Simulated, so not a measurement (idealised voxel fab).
Process module under the name voxel capacitor over wiring
250 nm wide, 5 nm square cells: that's cross-section cut.
In what follows, cross-sections appear as grids of square cells, described through bands that run from the top down, where every band is one or more rows of cells.
Each band's line starts with the height of the band's top and of its bottom, in nm. Then come its materials from left to right, each with its width in nm. One material with "everywhere" fills the band from edge to edge. "air" is empty space.
Height is counted from the level 0, under which the received wafer is composed throughout of one material. The lowest of the bands is not closed at the bottom but continues downward, in the notation "0 -> down".
A width such as "30 to 40" changes by the same amount from each row of cells to the next, from the band's top row to its bottom row.
Step note "nothing different" = no cross-section cell changed.
Empty spaces without an open route to the top, at least 8 cells in extent, make up the entry "Closed void list"; each is given as width x height at distance, where the distance is measured from the left edge, and all are in nm.
Note: text after step settings on the step line = simulator remark on that step.
For masked steps, "overlay nm" on the step line gives how far right of plan the mask actually lay; a minus sign means it lay to the left.
So here's the lineup of process steps we planned:
1: RECEIVE with material Si
2: CONFORMAL_DEP with material SiO2, thk nm 15
3: CONFORMAL_DEP with material SiN, thk nm 5
4: DIRECTIONAL_DEP with material SiO2, thk nm 15
5: PATTERN with tone open, mask id METAL_1, material resist, width nm 25, pitch nm 95, thk nm 15, overlay nm 0
6: DIRECTIONAL_ETCH with etch materials SiO2, depth nm 15
7: DIRECTIONAL_ETCH with etch materials SiN, depth nm 5
8: STRIP with etch materials resist
9: CONFORMAL_DEP with material TiN, thk nm 5
10: FILL_DEP with material W, thk nm 10
11: CMP with height nm 35
12: EPI with material Ru, thk nm 5
13: FILL_DEP with material SiCN, thk nm 5
14: DIRECTIONAL_DEP with material SiO2, thk nm 20
15: MASKED_ETCH with tone open, mask id PLUG_1, width nm 15, etch materials SiO2, depth nm 20, overlay nm 0
16: MASKED_ETCH with tone open, mask id PLUG_1, width nm 15, etch materials SiCN, depth nm 5, overlay nm 0
17: CONFORMAL_DEP with material TiN, thk nm 5
18: FILL_DEP with material Cu, thk nm 5
19: CMP with height nm 65
20: DIRECTIONAL_DEP with material TiN, thk nm 10
21: DIRECTIONAL_DEP with material HfO2, thk nm 5
22: DIRECTIONAL_DEP with material TiN, thk nm 10
23: DIRECTIONAL_DEP with material aC, thk nm 10
24: PATTERN with tone cover, mask id UPPER_PLATE, material resist, width nm 75, thk nm 25, overlay nm 0
25: DIRECTIONAL_ETCH with etch materials aC, depth nm 10
26: STRIP with etch materials resist
27: DIRECTIONAL_ETCH with etch materials TiN, depth nm 10
28: DIRECTIONAL_ETCH with etch materials HfO2, depth nm 5
29: STRIP with etch materials aC
30: DIRECTIONAL_DEP with material aC, thk nm 10
31: PATTERN with tone cover, mask id LOWER_PLATE, material resist, width nm 85, thk nm 30, overlay nm 0
32: DIRECTIONAL_ETCH with etch materials aC, depth nm 10
33: STRIP with etch materials resist
34: DIRECTIONAL_ETCH with etch materials TiN, depth nm 10
35: STRIP with etch materials aC
36: FILL_DEP with material SiO2, thk nm 15
37: CMP with height nm 100
38: DIRECTIONAL_DEP with material aC, thk nm 10
39: PATTERN with tone open, mask id PLUG_2, material resist, width nm 15, thk nm 30, overlay nm 0
40: DIRECTIONAL_ETCH with etch materials aC, depth nm 10
41: STRIP with etch materials resist
42: DIRECTIONAL_ETCH with etch materials SiO2, depth nm 10
43: STRIP with etch materials aC
44: CONFORMAL_DEP with material TiN, thk nm 5
45: FILL_DEP with material Ru, thk nm 5
46: CMP with height nm 100
47: CONFORMAL_DEP with material SiN, thk nm 5
The first of the two wafers, which ran as planned:
Incoming wafer, cross-sectional view, post step 1:
> 0 -> down  Si everywhere
> Closed void list: none
Cross-section of the wafer subsequent to step 2:
> 15 -> 0  SiO2 everywhere
> For the remainder of the cross-section, below 0, there is no change.
Cross-section of the wafer subsequent to step 3:
> 20 -> 15  SiN everywhere
> For the remainder of the cross-section, below 15, there is no change.
Cross-section of the wafer subsequent to step 4:
> 35 -> 20  SiO2 everywhere
> For the remainder of the cross-section, below 20, there is no change.
Cross-section of the wafer subsequent to step 5:
> 50 -> 35  resist 65 nm, then air 25 nm, then resist 70 nm, then air 25 nm, then resist 65 nm
> For the remainder of the cross-section, below 35, there is no change.
Cross-section of the wafer subsequent to step 6:
> 50 -> 35  resist 65 nm, then air 25 nm, then resist 70 nm, then air 25 nm, then resist 65 nm
> 35 -> 20  SiO2 65 nm, then air 25 nm, then SiO2 70 nm, then air 25 nm, then SiO2 65 nm
> For the remainder of the cross-section, below 20, there is no change.
Cross-section of the wafer subsequent to step 7:
> 50 -> 35  resist 65 nm, then air 25 nm, then resist 70 nm, then air 25 nm, then resist 65 nm
> 35 -> 20  SiO2 65 nm, then air 25 nm, then SiO2 70 nm, then air 25 nm, then SiO2 65 nm
> 20 -> 15  SiN 65 nm, then air 25 nm, then SiN 70 nm, then air 25 nm, then SiN 65 nm
> For the remainder of the cross-section, below 15, there is no change.
Cross-section of the wafer subsequent to step 8:
> 35 -> 20  SiO2 65 nm, then air 25 nm, then SiO2 70 nm, then air 25 nm, then SiO2 65 nm
> For the remainder of the cross-section, below 20, there is no change.
Cross-section of the wafer subsequent to step 9:
> 40 -> 35  TiN 70 nm, then air 15 nm, then TiN 80 nm, then air 15 nm, then TiN 70 nm
> 35 -> 20  SiO2 65 nm, then TiN 5 nm, then air 15 nm, then TiN 5 nm, then SiO2 70 nm, then TiN 5 nm, then air 15 nm, then TiN 5 nm, then SiO2 65 nm
> 20 -> 15  SiN 65 nm, then TiN 25 nm, then SiN 70 nm, then TiN 25 nm, then SiN 65 nm
> For the remainder of the cross-section, below 15, there is no change.
Cross-section of the wafer subsequent to step 10:
> 50 -> 40  W everywhere
> 40 -> 35  TiN 70 nm, then W 15 nm, then TiN 80 nm, then W 15 nm, then TiN 70 nm
> 35 -> 20  SiO2 65 nm, then TiN 5 nm, then W 15 nm, then TiN 5 nm, then SiO2 70 nm, then TiN 5 nm, then W 15 nm, then TiN 5 nm, then SiO2 65 nm
> For the remainder of the cross-section, below 20, there is no change.
Cross-section of the wafer subsequent to step 11:
> 35 -> 20  SiO2 65 nm, then TiN 5 nm, then W 15 nm, then TiN 5 nm, then SiO2 70 nm, then TiN 5 nm, then W 15 nm, then TiN 5 nm, then SiO2 65 nm
> For the remainder of the cross-section, below 20, there is no change.
Cross-section of the wafer subsequent to step 12:
> 40 -> 35  air 60 nm, then Ru 35 nm, then air 60 nm, then Ru 35 nm, then air 60 nm
> For the remainder of the cross-section, below 35, there is no change.
Cross-section of the wafer subsequent to step 13:
> 45 -> 40  SiCN everywhere
> 40 -> 35  SiCN 60 nm, then Ru 35 nm, then SiCN 60 nm, then Ru 35 nm, then SiCN 60 nm
> For the remainder of the cross-section, below 35, there is no change.
Cross-section of the wafer subsequent to step 14:
> 65 -> 45  SiO2 everywhere
> For the remainder of the cross-section, below 45, there is no change.
Cross-section of the wafer subsequent to step 15:
> 65 -> 45  SiO2 75 nm, then air 15 nm, then SiO2 160 nm
> For the remainder of the cross-section, below 45, there is no change.
Cross-section of the wafer subsequent to step 16:
> 65 -> 45  SiO2 75 nm, then air 15 nm, then SiO2 160 nm
> 45 -> 40  SiCN 75 nm, then air 15 nm, then SiCN 160 nm
> For the remainder of the cross-section, below 40, there is no change.
Cross-section of the wafer subsequent to step 17:
> 70 -> 65  TiN 80 nm, then air 5 nm, then TiN 165 nm
> 65 -> 45  SiO2 75 nm, then TiN 5 nm, then air 5 nm, then TiN 5 nm, then SiO2 160 nm
> 45 -> 40  SiCN 75 nm, then TiN 15 nm, then SiCN 160 nm
> For the remainder of the cross-section, below 40, there is no change.
Cross-section of the wafer subsequent to step 18:
> 75 -> 70  Cu everywhere
> 70 -> 65  TiN 80 nm, then Cu 5 nm, then TiN 165 nm
> 65 -> 45  SiO2 75 nm, then TiN 5 nm, then Cu 5 nm, then TiN 5 nm, then SiO2 160 nm
> For the remainder of the cross-section, below 45, there is no change.
Cross-section of the wafer subsequent to step 19:
> 65 -> 45  SiO2 75 nm, then TiN 5 nm, then Cu 5 nm, then TiN 5 nm, then SiO2 160 nm
> For the remainder of the cross-section, below 45, there is no change.
Cross-section of the wafer subsequent to step 20:
> 75 -> 65  TiN everywhere
> For the remainder of the cross-section, below 65, there is no change.
Cross-section of the wafer subsequent to step 21:
> 80 -> 75  HfO2 everywhere
> For the remainder of the cross-section, below 75, there is no change.
Cross-section of the wafer subsequent to step 22:
> 90 -> 80  TiN everywhere
> For the remainder of the cross-section, below 80, there is no change.
Cross-section of the wafer subsequent to step 23:
> 100 -> 90  aC everywhere
> For the remainder of the cross-section, below 90, there is no change.
Cross-section of the wafer subsequent to step 24:
> 125 -> 100  air 75 nm, then resist 75 nm, then air 100 nm
> For the remainder of the cross-section, below 100, there is no change.
Cross-section of the wafer subsequent to step 25:
> 115 -> 100  air 75 nm, then resist 75 nm, then air 100 nm
> 100 -> 90  air 75 nm, then aC 75 nm, then air 100 nm
> For the remainder of the cross-section, below 90, there is no change.
Cross-section of the wafer subsequent to step 26:
> 100 -> 90  air 75 nm, then aC 75 nm, then air 100 nm
> For the remainder of the cross-section, below 90, there is no change.
Cross-section of the wafer subsequent to step 27:
> 100 -> 90  air 75 nm, then aC 75 nm, then air 100 nm
> 90 -> 80  air 75 nm, then TiN 75 nm, then air 100 nm
> For the remainder of the cross-section, below 80, there is no change.
Cross-section of the wafer subsequent to step 28:
> 100 -> 90  air 75 nm, then aC 75 nm, then air 100 nm
> 90 -> 80  air 75 nm, then TiN 75 nm, then air 100 nm
> 80 -> 75  air 75 nm, then HfO2 75 nm, then air 100 nm
> For the remainder of the cross-section, below 75, there is no change.
Cross-section of the wafer subsequent to step 29:
> 90 -> 80  air 75 nm, then TiN 75 nm, then air 100 nm
> For the remainder of the cross-section, below 80, there is no change.
Cross-section of the wafer subsequent to step 30:
> 100 -> 90  air 75 nm, then aC 75 nm, then air 100 nm
> 90 -> 85  air 75 nm, then TiN 75 nm, then air 100 nm
> 85 -> 80  aC 75 nm, then TiN 75 nm, then aC 100 nm
> 80 -> 75  aC 75 nm, then HfO2 75 nm, then aC 100 nm
> For the remainder of the cross-section, below 75, there is no change.
Cross-section of the wafer subsequent to step 31:
> 130 -> 100  air 70 nm, then resist 85 nm, then air 95 nm
> 100 -> 90  air 70 nm, then resist 5 nm, then aC 75 nm, then resist 5 nm, then air 95 nm
> 90 -> 85  air 70 nm, then resist 5 nm, then TiN 75 nm, then resist 5 nm, then air 95 nm
> For the remainder of the cross-section, below 85, there is no change.
Cross-section of the wafer subsequent to step 32:
> 120 -> 100  air 70 nm, then resist 85 nm, then air 95 nm
> 100 -> 90  air 70 nm, then resist 5 nm, then aC 75 nm, then resist 5 nm, then air 95 nm
> 90 -> 85  air 70 nm, then resist 5 nm, then TiN 75 nm, then resist 5 nm, then air 95 nm
> 85 -> 80  air 70 nm, then aC 5 nm, then TiN 75 nm, then aC 5 nm, then air 95 nm
> 80 -> 75  air 70 nm, then aC 5 nm, then HfO2 75 nm, then aC 5 nm, then air 95 nm
> For the remainder of the cross-section, below 75, there is no change.
Cross-section of the wafer subsequent to step 33:
> 100 -> 90  air 75 nm, then aC 75 nm, then air 100 nm
> 90 -> 85  air 75 nm, then TiN 75 nm, then air 100 nm
> For the remainder of the cross-section, below 85, there is no change.
Cross-section of the wafer subsequent to step 34:
> 100 -> 90  air 75 nm, then aC 75 nm, then air 100 nm
> 90 -> 85  air 75 nm, then TiN 75 nm, then air 100 nm
> 85 -> 80  air 70 nm, then aC 5 nm, then TiN 75 nm, then aC 5 nm, then air 95 nm
> 80 -> 75  air 70 nm, then aC 5 nm, then HfO2 75 nm, then aC 5 nm, then air 95 nm
> 75 -> 65  air 70 nm, then TiN 85 nm, then air 95 nm
> For the remainder of the cross-section, below 65, there is no change.
Cross-section of the wafer subsequent to step 35:
> 90 -> 80  air 75 nm, then TiN 75 nm, then air 100 nm
> 80 -> 75  air 75 nm, then HfO2 75 nm, then air 100 nm
> For the remainder of the cross-section, below 75, there is no change.
Cross-section of the wafer subsequent to step 36:
> 105 -> 90  SiO2 everywhere
> 90 -> 80  SiO2 75 nm, then TiN 75 nm, then SiO2 100 nm
> 80 -> 75  SiO2 75 nm, then HfO2 75 nm, then SiO2 100 nm
> 75 -> 65  SiO2 70 nm, then TiN 85 nm, then SiO2 95 nm
> For the remainder of the cross-section, below 65, there is no change.
Cross-section of the wafer subsequent to step 37:
> 100 -> 90  SiO2 everywhere
> For the remainder of the cross-section, below 90, there is no change.
Cross-section of the wafer subsequent to step 38:
> 110 -> 100  aC everywhere
> For the remainder of the cross-section, below 100, there is no change.
Cross-section of the wafer subsequent to step 39:
> 140 -> 110  resist 85 nm, then air 15 nm, then resist 150 nm
> For the remainder of the cross-section, below 110, there is no change.
Cross-section of the wafer subsequent to step 40:
> 130 -> 110  resist 85 nm, then air 15 nm, then resist 150 nm
> 110 -> 100  aC 85 nm, then air 15 nm, then aC 150 nm
> For the remainder of the cross-section, below 100, there is no change.
Cross-section of the wafer subsequent to step 41:
> 110 -> 100  aC 85 nm, then air 15 nm, then aC 150 nm
> For the remainder of the cross-section, below 100, there is no change.
Cross-section of the wafer subsequent to step 42:
> 110 -> 100  aC 85 nm, then air 15 nm, then aC 150 nm
> 100 -> 90  SiO2 85 nm, then air 15 nm, then SiO2 150 nm
> For the remainder of the cross-section, below 90, there is no change.
Cross-section of the wafer subsequent to step 43:
> 100 -> 90  SiO2 85 nm, then air 15 nm, then SiO2 150 nm
> For the remainder of the cross-section, below 90, there is no change.
Cross-section of the wafer subsequent to step 44:
> 105 -> 100  TiN 90 nm, then air 5 nm, then TiN 155 nm
> 100 -> 95  SiO2 85 nm, then TiN 5 nm, then air 5 nm, then TiN 5 nm, then SiO2 150 nm
> 95 -> 90  SiO2 85 nm, then TiN 15 nm, then SiO2 150 nm
> For the remainder of the cross-section, below 90, there is no change.
Cross-section of the wafer subsequent to step 45:
> 110 -> 105  Ru everywhere
> 105 -> 100  TiN 90 nm, then Ru 5 nm, then TiN 155 nm
> 100 -> 95  SiO2 85 nm, then TiN 5 nm, then Ru 5 nm, then TiN 5 nm, then SiO2 150 nm
> For the remainder of the cross-section, below 95, there is no change.
Cross-section of the wafer subsequent to step 46:
> 100 -> 95  SiO2 85 nm, then TiN 5 nm, then Ru 5 nm, then TiN 5 nm, then SiO2 150 nm
> For the remainder of the cross-section, below 95, there is no change.
Cross-section of the wafer subsequent to step 47:
> 105 -> 100  SiN everywhere
> For the remainder of the cross-section, below 100, there is no change.
For the second wafer, take the first wafer's start and plan, then add one mistake made in running it; everything through step 1, that step included, is shared with the first:
Cross-section of the second wafer at the time step 2 of the plan should have ended:
> 5 -> 0  SiN everywhere
> For the remainder of the cross-section, below 0, there is no change.
Cross-section of the second wafer at the time step 3 of the plan should have ended:
> 20 -> 5  SiO2 everywhere
> For the remainder of the cross-section, below 5, there is no change.
Cross-section of the second wafer at the time step 4 of the plan should have ended:
> 35 -> 5  SiO2 everywhere
> For the remainder of the cross-section, below 5, there is no change.
Cross-section of the second wafer at the time step 5 of the plan should have ended:
> 50 -> 35  resist 65 nm, then air 25 nm, then resist 70 nm, then air 25 nm, then resist 65 nm
> For the remainder of the cross-section, below 35, there is no change.
Cross-section of the second wafer at the time step 6 of the plan should have ended:
> 50 -> 35  resist 65 nm, then air 25 nm, then resist 70 nm, then air 25 nm, then resist 65 nm
> 35 -> 20  SiO2 65 nm, then air 25 nm, then SiO2 70 nm, then air 25 nm, then SiO2 65 nm
> For the remainder of the cross-section, below 20, there is no change.
Cross-section of the second wafer at the time step 7 of the plan should have ended: nothing different
Cross-section of the second wafer at the time step 8 of the plan should have ended:
> 35 -> 20  SiO2 65 nm, then air 25 nm, then SiO2 70 nm, then air 25 nm, then SiO2 65 nm
> For the remainder of the cross-section, below 20, there is no change.
Cross-section of the second wafer at the time step 9 of the plan should have ended:
> 40 -> 35  TiN 70 nm, then air 15 nm, then TiN 80 nm, then air 15 nm, then TiN 70 nm
> 35 -> 25  SiO2 65 nm, then TiN 5 nm, then air 15 nm, then TiN 5 nm, then SiO2 70 nm, then TiN 5 nm, then air 15 nm, then TiN 5 nm, then SiO2 65 nm
> 25 -> 20  SiO2 65 nm, then TiN 25 nm, then SiO2 70 nm, then TiN 25 nm, then SiO2 65 nm
> For the remainder of the cross-section, below 20, there is no change.
Cross-section of the second wafer at the time step 10 of the plan should have ended:
> 50 -> 40  W everywhere
> 40 -> 35  TiN 70 nm, then W 15 nm, then TiN 80 nm, then W 15 nm, then TiN 70 nm
> 35 -> 25  SiO2 65 nm, then TiN 5 nm, then W 15 nm, then TiN 5 nm, then SiO2 70 nm, then TiN 5 nm, then W 15 nm, then TiN 5 nm, then SiO2 65 nm
> For the remainder of the cross-section, below 25, there is no change.
Cross-section of the second wafer at the time step 11 of the plan should have ended:
> 35 -> 25  SiO2 65 nm, then TiN 5 nm, then W 15 nm, then TiN 5 nm, then SiO2 70 nm, then TiN 5 nm, then W 15 nm, then TiN 5 nm, then SiO2 65 nm
> For the remainder of the cross-section, below 25, there is no change.
Cross-section of the second wafer at the time step 12 of the plan should have ended:
> 40 -> 35  air 60 nm, then Ru 35 nm, then air 60 nm, then Ru 35 nm, then air 60 nm
> For the remainder of the cross-section, below 35, there is no change.
Cross-section of the second wafer at the time step 13 of the plan should have ended:
> 45 -> 40  SiCN everywhere
> 40 -> 35  SiCN 60 nm, then Ru 35 nm, then SiCN 60 nm, then Ru 35 nm, then SiCN 60 nm
> For the remainder of the cross-section, below 35, there is no change.
Cross-section of the second wafer at the time step 14 of the plan should have ended:
> 65 -> 45  SiO2 everywhere
> For the remainder of the cross-section, below 45, there is no change.
Cross-section of the second wafer at the time step 15 of the plan should have ended:
> 65 -> 45  SiO2 75 nm, then air 15 nm, then SiO2 160 nm
> For the remainder of the cross-section, below 45, there is no change.
Cross-section of the second wafer at the time step 16 of the plan should have ended:
> 65 -> 45  SiO2 75 nm, then air 15 nm, then SiO2 160 nm
> 45 -> 40  SiCN 75 nm, then air 15 nm, then SiCN 160 nm
> For the remainder of the cross-section, below 40, there is no change.
Cross-section of the second wafer at the time step 17 of the plan should have ended:
> 70 -> 65  TiN 80 nm, then air 5 nm, then TiN 165 nm
> 65 -> 45  SiO2 75 nm, then TiN 5 nm, then air 5 nm, then TiN 5 nm, then SiO2 160 nm
> 45 -> 40  SiCN 75 nm, then TiN 15 nm, then SiCN 160 nm
> For the remainder of the cross-section, below 40, there is no change.
Cross-section of the second wafer at the time step 18 of the plan should have ended:
> 75 -> 70  Cu everywhere
> 70 -> 65  TiN 80 nm, then Cu 5 nm, then TiN 165 nm
> 65 -> 45  SiO2 75 nm, then TiN 5 nm, then Cu 5 nm, then TiN 5 nm, then SiO2 160 nm
> For the remainder of the cross-section, below 45, there is no change.
Cross-section of the second wafer at the time step 19 of the plan should have ended:
> 65 -> 45  SiO2 75 nm, then TiN 5 nm, then Cu 5 nm, then TiN 5 nm, then SiO2 160 nm
> For the remainder of the cross-section, below 45, there is no change.
Cross-section of the second wafer at the time step 20 of the plan should have ended:
> 75 -> 65  TiN everywhere
> For the remainder of the cross-section, below 65, there is no change.
Cross-section of the second wafer at the time step 21 of the plan should have ended:
> 80 -> 75  HfO2 everywhere
> For the remainder of the cross-section, below 75, there is no change.
Cross-section of the second wafer at the time step 22 of the plan should have ended:
> 90 -> 80  TiN everywhere
> For the remainder of the cross-section, below 80, there is no change.
Cross-section of the second wafer at the time step 23 of the plan should have ended:
> 100 -> 90  aC everywhere
> For the remainder of the cross-section, below 90, there is no change.
Cross-section of the second wafer at the time step 24 of the plan should have ended:
> 125 -> 100  air 75 nm, then resist 75 nm, then air 100 nm
> For the remainder of the cross-section, below 100, there is no change.
Cross-section of the second wafer at the time step 25 of the plan should have ended:
> 115 -> 100  air 75 nm, then resist 75 nm, then air 100 nm
> 100 -> 90  air 75 nm, then aC 75 nm, then air 100 nm
> For the remainder of the cross-section, below 90, there is no change.
Cross-section of the second wafer at the time step 26 of the plan should have ended:
> 100 -> 90  air 75 nm, then aC 75 nm, then air 100 nm
> For the remainder of the cross-section, below 90, there is no change.
Cross-section of the second wafer at the time step 27 of the plan should have ended:
> 100 -> 90  air 75 nm, then aC 75 nm, then air 100 nm
> 90 -> 80  air 75 nm, then TiN 75 nm, then air 100 nm
> For the remainder of the cross-section, below 80, there is no change.
Cross-section of the second wafer at the time step 28 of the plan should have ended:
> 100 -> 90  air 75 nm, then aC 75 nm, then air 100 nm
> 90 -> 80  air 75 nm, then TiN 75 nm, then air 100 nm
> 80 -> 75  air 75 nm, then HfO2 75 nm, then air 100 nm
> For the remainder of the cross-section, below 75, there is no change.
Cross-section of the second wafer at the time step 29 of the plan should have ended:
> 90 -> 80  air 75 nm, then TiN 75 nm, then air 100 nm
> For the remainder of the cross-section, below 80, there is no change.
Cross-section of the second wafer at the time step 30 of the plan should have ended:
> 100 -> 90  air 75 nm, then aC 75 nm, then air 100 nm
> 90 -> 85  air 75 nm, then TiN 75 nm, then air 100 nm
> 85 -> 80  aC 75 nm, then TiN 75 nm, then aC 100 nm
> 80 -> 75  aC 75 nm, then HfO2 75 nm, then aC 100 nm
> For the remainder of the cross-section, below 75, there is no change.
Cross-section of the second wafer at the time step 31 of the plan should have ended:
> 130 -> 100  air 70 nm, then resist 85 nm, then air 95 nm
> 100 -> 90  air 70 nm, then resist 5 nm, then aC 75 nm, then resist 5 nm, then air 95 nm
> 90 -> 85  air 70 nm, then resist 5 nm, then TiN 75 nm, then resist 5 nm, then air 95 nm
> For the remainder of the cross-section, below 85, there is no change.
Cross-section of the second wafer at the time step 32 of the plan should have ended:
> 120 -> 100  air 70 nm, then resist 85 nm, then air 95 nm
> 100 -> 90  air 70 nm, then resist 5 nm, then aC 75 nm, then resist 5 nm, then air 95 nm
> 90 -> 85  air 70 nm, then resist 5 nm, then TiN 75 nm, then resist 5 nm, then air 95 nm
> 85 -> 80  air 70 nm, then aC 5 nm, then TiN 75 nm, then aC 5 nm, then air 95 nm
> 80 -> 75  air 70 nm, then aC 5 nm, then HfO2 75 nm, then aC 5 nm, then air 95 nm
> For the remainder of the cross-section, below 75, there is no change.
Cross-section of the second wafer at the time step 33 of the plan should have ended:
> 100 -> 90  air 75 nm, then aC 75 nm, then air 100 nm
> 90 -> 85  air 75 nm, then TiN 75 nm, then air 100 nm
> For the remainder of the cross-section, below 85, there is no change.
Cross-section of the second wafer at the time step 34 of the plan should have ended:
> 100 -> 90  air 75 nm, then aC 75 nm, then air 100 nm
> 90 -> 85  air 75 nm, then TiN 75 nm, then air 100 nm
> 85 -> 80  air 70 nm, then aC 5 nm, then TiN 75 nm, then aC 5 nm, then air 95 nm
> 80 -> 75  air 70 nm, then aC 5 nm, then HfO2 75 nm, then aC 5 nm, then air 95 nm
> 75 -> 65  air 70 nm, then TiN 85 nm, then air 95 nm
> For the remainder of the cross-section, below 65, there is no change.
Cross-section of the second wafer at the time step 35 of the plan should have ended:
> 90 -> 80  air 75 nm, then TiN 75 nm, then air 100 nm
> 80 -> 75  air 75 nm, then HfO2 75 nm, then air 100 nm
> For the remainder of the cross-section, below 75, there is no change.
Cross-section of the second wafer at the time step 36 of the plan should have ended:
> 105 -> 90  SiO2 everywhere
> 90 -> 80  SiO2 75 nm, then TiN 75 nm, then SiO2 100 nm
> 80 -> 75  SiO2 75 nm, then HfO2 75 nm, then SiO2 100 nm
> 75 -> 65  SiO2 70 nm, then TiN 85 nm, then SiO2 95 nm
> For the remainder of the cross-section, below 65, there is no change.
Cross-section of the second wafer at the time step 37 of the plan should have ended:
> 100 -> 90  SiO2 everywhere
> For the remainder of the cross-section, below 90, there is no change.
Cross-section of the second wafer at the time step 38 of the plan should have ended:
> 110 -> 100  aC everywhere
> For the remainder of the cross-section, below 100, there is no change.
Cross-section of the second wafer at the time step 39 of the plan should have ended:
> 140 -> 110  resist 85 nm, then air 15 nm, then resist 150 nm
> For the remainder of the cross-section, below 110, there is no change.
Cross-section of the second wafer at the time step 40 of the plan should have ended:
> 130 -> 110  resist 85 nm, then air 15 nm, then resist 150 nm
> 110 -> 100  aC 85 nm, then air 15 nm, then aC 150 nm
> For the remainder of the cross-section, below 100, there is no change.
Cross-section of the second wafer at the time step 41 of the plan should have ended:
> 110 -> 100  aC 85 nm, then air 15 nm, then aC 150 nm
> For the remainder of the cross-section, below 100, there is no change.
Cross-section of the second wafer at the time step 42 of the plan should have ended:
> 110 -> 100  aC 85 nm, then air 15 nm, then aC 150 nm
> 100 -> 90  SiO2 85 nm, then air 15 nm, then SiO2 150 nm
> For the remainder of the cross-section, below 90, there is no change.
Cross-section of the second wafer at the time step 43 of the plan should have ended:
> 100 -> 90  SiO2 85 nm, then air 15 nm, then SiO2 150 nm
> For the remainder of the cross-section, below 90, there is no change.
Cross-section of the second wafer at the time step 44 of the plan should have ended:
> 105 -> 100  TiN 90 nm, then air 5 nm, then TiN 155 nm
> 100 -> 95  SiO2 85 nm, then TiN 5 nm, then air 5 nm, then TiN 5 nm, then SiO2 150 nm
> 95 -> 90  SiO2 85 nm, then TiN 15 nm, then SiO2 150 nm
> For the remainder of the cross-section, below 90, there is no change.
Cross-section of the second wafer at the time step 45 of the plan should have ended:
> 110 -> 105  Ru everywhere
> 105 -> 100  TiN 90 nm, then Ru 5 nm, then TiN 155 nm
> 100 -> 95  SiO2 85 nm, then TiN 5 nm, then Ru 5 nm, then TiN 5 nm, then SiO2 150 nm
> For the remainder of the cross-section, below 95, there is no change.
Cross-section of the second wafer at the time step 46 of the plan should have ended:
> 100 -> 95  SiO2 85 nm, then TiN 5 nm, then Ru 5 nm, then TiN 5 nm, then SiO2 150 nm
> For the remainder of the cross-section, below 95, there is no change.
Cross-section of the second wafer at the time step 47 of the plan should have ended:
> 105 -> 100  SiN everywhere
> For the remainder of the cross-section, below 100, there is no change.
Processing error: steps 2 and 3 got flipped, so each one ran where the other should have
Count the cells at the end and the second wafer has more or fewer of some materials than the first: +10 SiN, -4 TiN, -6 W
